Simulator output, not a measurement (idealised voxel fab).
Process module name: voxel fin reveal
It is cross-section cut that appears here, measuring 175 nm in width, its square cells being 5 nm in size.
Cross-section spec: square-cell grid; bands listed top down; each band is one or more rows.
The band entry comprises the height of the band's top followed by the height of its bottom, expressed in nm, and subsequently the band's materials from left to right, each stated together with its width in nm. Where a single material is marked with the word "all across", that material fills the band from edge to edge. The word "blank" represents empty space.
It should be noted that heights are counted from 0, beneath which the wafer as supplied is of one material throughout, and that the lowest band possesses no lower boundary but continues downward, as written in "0 and below".
Width: "30..40" (first number = top row, second number = bottom row, same change from row to row of cells).
It should be understood that the words "all unchanged", when stated for a given step, signify that the cross-section underwent no change in any of its cells during that step.
Enclosed voids (no open way to top), threshold 8 cells or more, entry "Enclosed cavities", notation width x height at distance, distance from left edge, nm.
after a step's settings: what the simulator itself notes on the step
"overlay nm" on a masked step: distance the mask lay right of its planned place, negative for left.

## plan
1,RECEIVE (material Si)
2,CONFORMAL_DEP (material SiN; thk nm 10)
3,MASKED_ETCH (tone cover; mask id FINS; width nm 15; pitch nm 40; etch materials SiN; depth nm 10; overlay nm 0)
4,MASKED_ETCH (tone cover; mask id FINS; width nm 15; pitch nm 40; etch materials Si; depth nm 40; overlay nm 0)
5,FILL_DEP (material SiO2; thk nm 5)
6,CMP (height nm 10)
7,SELECTIVE_ETCH (etch materials SiO2; depth nm 25)
8,STRIP (etch materials SiN)
9,CONFORMAL_DEP (material HfO2; thk nm 5)
Wafer-to-wafer difference: width nm, step 3. Common start. Plan = first wafer's value.

## Cross-section of the first of several received wafers, showing its state after step 1
    0 and below = Si all across
    Enclosed cavities: none

## Note: the following table is arranged by wafer, a row apiece. Each row reports the end-of-module state: per material, cells gained (+) or cells lost (-) compared with the wafer as received; closed voids follow
width nm 15 | +47 HfO2 | -232 Si | +145 SiO2 | Enclosed cavities: none
width nm 20 | +47 HfO2 | -216 Si | +135 SiO2 | Enclosed cavities: none
width nm 25 | +47 HfO2 | -200 Si | +125 SiO2 | Enclosed cavities: none
